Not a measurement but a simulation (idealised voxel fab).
This section sets out a process module, namely voxel released beams.
Cross-section cut: width 220 nm, square cells of 5 nm.
Each cross-section below is a grid of square cells, stated as bands in top-down order, with one or more rows of cells making up each band. Heads up on the band format: heights come first, top then bottom, in nm. After that it's the materials left to right, each with its width in nm. A single material flagged "throughout" fills the whole band edge to edge, and "blank" means there's empty space there. The level at which height equals 0 is the one under which the wafer, as it arrives, is entirely one material. No lower edge exists for the bottom band, which continues downward and is notated as in "0..down". Width: "30..40" (first number = top row, second number = bottom row, same change from row to row of cells). No cell of the cross-section changed in a step that is given as "remained unchanged". "Closed internal voids" specifies each empty space that is not open to the top and that occupies no fewer than 8 cells, using the form width x height at distance, the distance measured from the left edge and all three quantities in nm. On each step's line, the part that comes after the settings is the simulator's own comment on the step. "overlay nm" answers the question of how far to the right of plan the mask lay on a step that has a mask, and when it is negative the answer is to the left.
Process steps foreseen in the plan
1) RECEIVE [material Si]
2) CONFORMAL_DEP [material Al2O3] [thk nm 5]
3) DIRECTIONAL_DEP [material SiO2] [thk nm 10]
4) DIRECTIONAL_DEP [material aC] [thk nm 15]
5) PATTERN [tone open] [mask id ANCHOR] [material resist] [width nm 35] [thk nm 35] [overlay nm 0]
6) DIRECTIONAL_ETCH [etch materials aC] [depth nm 15]
7) STRIP [etch materials resist]
8) DIRECTIONAL_ETCH [etch materials SiO2] [depth nm 10]
9) STRIP [etch materials aC]
10) CONFORMAL_DEP [material polySi] [thk nm 10]
11) DIRECTIONAL_DEP [material aC] [thk nm 15]
12) PATTERN [tone cover] [mask id BEAM] [material resist] [width nm 75] [thk nm 30] [overlay nm 0]
13) DIRECTIONAL_ETCH [etch materials aC] [depth nm 15]
14) STRIP [etch materials resist]
15) DIRECTIONAL_ETCH [etch materials polySi] [depth nm 10]
16) STRIP [etch materials aC]
17) STRIP [etch materials SiO2]
Don't read the plan's width nm for step 12 as applying to every wafer: that's the first wafer's value, and the wafers differ in it, though they all start identical.
The as-received cross-section of the first of several wafers corresponds to the state after step 1
> 0..down  Si throughout
> Closed internal voids: none
First of several wafers in cross-section at module end, following the final step, step 17
> 25..15  blank 70 nm / polySi 10 nm / blank 15 nm / polySi 50 nm / blank 75 nm
> 15..5  blank 70 nm / polySi 35 nm / blank 115 nm
> 5..0  Al2O3 throughout
> 0..down  Si throughout
> Closed internal voids: none
Cross-section of the final wafer among several, taken at the end of the module
> 25..15  blank 60 nm / polySi 20 nm / blank 15 nm / polySi 65 nm / blank 60 nm
> 15..5  blank 70 nm / polySi 35 nm / blank 115 nm
> 5..0  Al2O3 throughout
> 0..down  Si throughout
> Closed internal voids: none
The table below has one row for each wafer; a row shows, as of the end of the module, how many cells of each material the wafer has gained, marked (+), or lost, marked (-), since it was received, and then the wafer's closed voids
width nm 75 | +44 Al2O3 | +38 polySi | Closed internal voids: none
width nm 80 | +44 Al2O3 | +40 polySi | Closed internal voids: none
width nm 85 | +44 Al2O3 | +42 polySi | Closed internal voids: none
width nm 90 | +44 Al2O3 | +44 polySi | Closed internal voids: none
width nm 95 | +44 Al2O3 | +46 polySi | Closed internal voids: none
width nm 100 | +44 Al2O3 | +48 polySi | Closed internal voids: none
